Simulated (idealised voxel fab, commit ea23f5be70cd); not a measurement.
process module | voxel trench capacitor
cross-section cut | 165 nm wide | cells 5 nm
A cross-section is a grid of square cells, given in bands from the top down. A band is one or more rows of cells.
Each band's line starts with the height of the band's top and of its bottom, in nm. Then come its materials from left to right, each with its width in nm. One material with "throughout" fills the band from edge to edge. "air" is empty space.
Height 0 is the level under which the wafer as received is all one material. The lowest band goes on downwards, as in "0 down".
A width such as "30 to 40" changes by the same amount from each row of cells to the next, from the band's top row to its bottom row.
"no change" after a step means that no cell of the cross-section changed.
closed voids: empty space of 8 cells or more with no open way to the top, each as width x height at its distance from the left edge, in nm
after a step's settings: what the simulator itself notes on the step
overlay nm, on a step with a mask: how far to the right of its planned place the mask lay; to the left if negative
plan
1 op RECEIVE | material Si
2 op CONFORMAL_DEP | material SiN | thk nm 10
3 op MASKED_ETCH | tone open | mask id TRENCH | width nm 30 | pitch nm 50 | etch materials SiN | depth nm 10 | overlay nm 0
4 op MASKED_ETCH | tone open | mask id TRENCH | width nm 30 | pitch nm 50 | etch materials Si | depth nm 25 | overlay nm 0
5 op CONFORMAL_DEP | material Al2O3 | thk nm 5
6 op CONFORMAL_DEP | material TiN | thk nm 5
7 op FILL_DEP | material W | thk nm 10
8 op CMP | height nm 10
as received, after step 1
  0 down: Si throughout
  closed voids: none
first wafer at the end, as planned
  10 to 0: SiN 15 | Al2O3 5 | TiN 5 | W 10 | TiN 5 | Al2O3 5 | SiN 20 | Al2O3 5 | TiN 5 | W 10 | TiN 5 | Al2O3 5 | SiN 20 | Al2O3 5 | TiN 5 | W 10 | TiN 5 | Al2O3 5 | SiN 20
  0 to -15: Si 15 | Al2O3 5 | TiN 5 | W 10 | TiN 5 | Al2O3 5 | Si 20 | Al2O3 5 | TiN 5 | W 10 | TiN 5 | Al2O3 5 | Si 20 | Al2O3 5 | TiN 5 | W 10 | TiN 5 | Al2O3 5 | Si 20
  -15 to -20: Si 15 | Al2O3 5 | TiN 20 | Al2O3 5 | Si 20 | Al2O3 5 | TiN 20 | Al2O3 5 | Si 20 | Al2O3 5 | TiN 20 | Al2O3 5 | Si 20
  -20 to -25: Si 15 | Al2O3 30 | Si 20 | Al2O3 30 | Si 20 | Al2O3 30 | Si 20
  -25 down: Si throughout
  closed voids: none
second wafer at the end: like start, like plan, one mistake
  10 to 5: TiN 25 | W 10 | TiN 40 | W 10 | TiN 40 | W 10 | TiN 30
  5 to 0: Al2O3 20 | TiN 5 | W 10 | TiN 5 | Al2O3 30 | TiN 5 | W 10 | TiN 5 | Al2O3 30 | TiN 5 | W 10 | TiN 5 | Al2O3 25
  0 to -15: Si 15 | Al2O3 5 | TiN 5 | W 10 | TiN 5 | Al2O3 5 | Si 20 | Al2O3 5 | TiN 5 | W 10 | TiN 5 | Al2O3 5 | Si 20 | Al2O3 5 | TiN 5 | W 10 | TiN 5 | Al2O3 5 | Si 20
  -15 to -20: Si 15 | Al2O3 5 | TiN 20 | Al2O3 5 | Si 20 | Al2O3 5 | TiN 20 | Al2O3 5 | Si 20 | Al2O3 5 | TiN 20 | Al2O3 5 | Si 20
  -20 to -25: Si 15 | Al2O3 30 | Si 20 | Al2O3 30 | Si 20 | Al2O3 30 | Si 20
  -25 down: Si throughout
  closed voids: none
what went wrong: step 2 was left out
at the end the second wafer has, in cells: 9 more of Al2O3 | 30 fewer of SiN | 21 more of TiN
